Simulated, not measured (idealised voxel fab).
This section sets out a process module, namely voxel wiring stack.
The width of the displayed cross-section, cut, is 210 nm; its cells are square, with a size of 5 nm.
Notation: cross-section as square-cell grid; stated in bands, top first, going down; one or more cell rows per band. Band: top height; bottom height; in nm. Then, left to right: material with width in nm, for each material. "edge to edge": a single material spanning edge to edge. "air": empty space. Convention: height 0 is the level below which the wafer, as received, is all one material. The lowest band does not terminate at the bottom but continues downward, represented as "0..down". Quick explanation for "30 to 40": the width changes in equal steps down the rows of cells, from the first number in the band's top row to the second number in its bottom row. Basically "nothing different" means that step didn't change any cell in the cross-section. Under "Enclosed void entries" you'll find the enclosed gaps, the ones with no way out to the top, that are 8 cells or bigger; each reads width x height at distance, with distance counted from the left edge, everything in nm. Heads up: the bit after the settings on a step's line is the simulator's remark on that step. overlay nm: where the mask lay relative to plan, measured to the right, on steps with a mask; negatives go left.

[Set out below are the planned steps of the process]
1: RECEIVE | material Si
2: CONFORMAL_DEP | material SiO2 | thk nm 15
3: DIRECTIONAL_DEP | material TiN | thk nm 5
4: DIRECTIONAL_DEP | material W | thk nm 25
5: DIRECTIONAL_DEP | material aC | thk nm 10
6: PATTERN | tone cover | mask id METAL_1 | material resist | width nm 20 | pitch nm 50 | thk nm 30 | overlay nm 0
7: DIRECTIONAL_ETCH | etch materials aC | depth nm 10
8: STRIP | etch materials resist
9: DIRECTIONAL_ETCH | etch materials W | depth nm 25
10: DIRECTIONAL_ETCH | etch materials TiN | depth nm 5
11: STRIP | etch materials aC
12: CONFORMAL_DEP | material SiCN | thk nm 5
13: FILL_DEP | material lowk | thk nm 10
14: CMP | height nm 45
15: CONFORMAL_DEP | material SiCN | thk nm 5
16: DIRECTIONAL_DEP | material lowk | thk nm 20
17: DIRECTIONAL_DEP | material aC | thk nm 10
18: PATTERN | tone open | mask id PLUG_1 | material resist | width nm 15 | pitch nm 100 | thk nm 25 | overlay nm 0
19: DIRECTIONAL_ETCH | etch materials aC | depth nm 10
20: STRIP | etch materials resist
21: DIRECTIONAL_ETCH | etch materials lowk | depth nm 20
22: DIRECTIONAL_ETCH | etch materials SiCN | depth nm 5
23: STRIP | etch materials aC
24: EPI | material Ru | thk nm 10
25: EPI | material Ru | thk nm 10
26: EPI | material Ru | thk nm 5
27: CONFORMAL_DEP | material SiCN | thk nm 5
28: DIRECTIONAL_DEP | material SiO2 | thk nm 25
29: PATTERN | tone open | mask id METAL_2 | material resist | width nm 30 | pitch nm 50 | thk nm 20 | overlay nm 0
30: DIRECTIONAL_ETCH | etch materials SiO2 | depth nm 25
31: DIRECTIONAL_ETCH | etch materials SiCN | depth nm 5
32: STRIP | etch materials resist
33: CONFORMAL_DEP | material TiN | thk nm 5
34: FILL_DEP | material Ru | thk nm 10
35: CMP | height nm 100
36: CONFORMAL_DEP | material SiCN | thk nm 5
37: DIRECTIONAL_DEP | material SiO2 | thk nm 30
38: PATTERN | tone open | mask id METAL_3 | material resist | width nm 30 | pitch nm 50 | thk nm 20 | overlay nm 0
39: DIRECTIONAL_ETCH | etch materials SiO2 | depth nm 20
40: STRIP | etch materials resist
41: MASKED_ETCH | tone open | mask id METAL_3_HOLES | width nm 15 | pitch nm 50 | etch materials SiO2 | depth nm 10 | overlay nm 0
42: MASKED_ETCH | tone open | mask id METAL_3_HOLES | width nm 15 | pitch nm 50 | etch materials SiCN | depth nm 5 | overlay nm 0
43: CONFORMAL_DEP | material TiN | thk nm 5
44: FILL_DEP | material Cu | thk nm 5
45: CMP | height nm 135
46: CONFORMAL_DEP | material SiCN | thk nm 5
What sets these wafers apart? The width nm at step 6. They all start alike, and the plan carries the first wafer's value.

[Incoming state of the first of several wafers in cross-section: after step 1]
* 0..down = Si edge to edge
* Enclosed void entries: none

[The table below has one row for each wafer; a row shows, as of the end of the module, how many cells of each material the wafer has gained, marked (+), or lost, marked (-), since it was received, and then the wafer's closed voids]
width nm 20 | +45 Cu | +90 Ru | +195 SiCN | +408 SiO2 | +114 TiN | +60 W | +264 lowk | Enclosed void entries: none
width nm 25 | +45 Cu | +90 Ru | +192 SiCN | +408 SiO2 | +117 TiN | +75 W | +249 lowk | Enclosed void entries: none
width nm 30 | +45 Cu | +90 Ru | +189 SiCN | +408 SiO2 | +120 TiN | +90 W | +234 lowk | Enclosed void entries: none
width nm 35 | +45 Cu | +90 Ru | +186 SiCN | +408 SiO2 | +123 TiN | +105 W | +219 lowk | Enclosed void entries: none
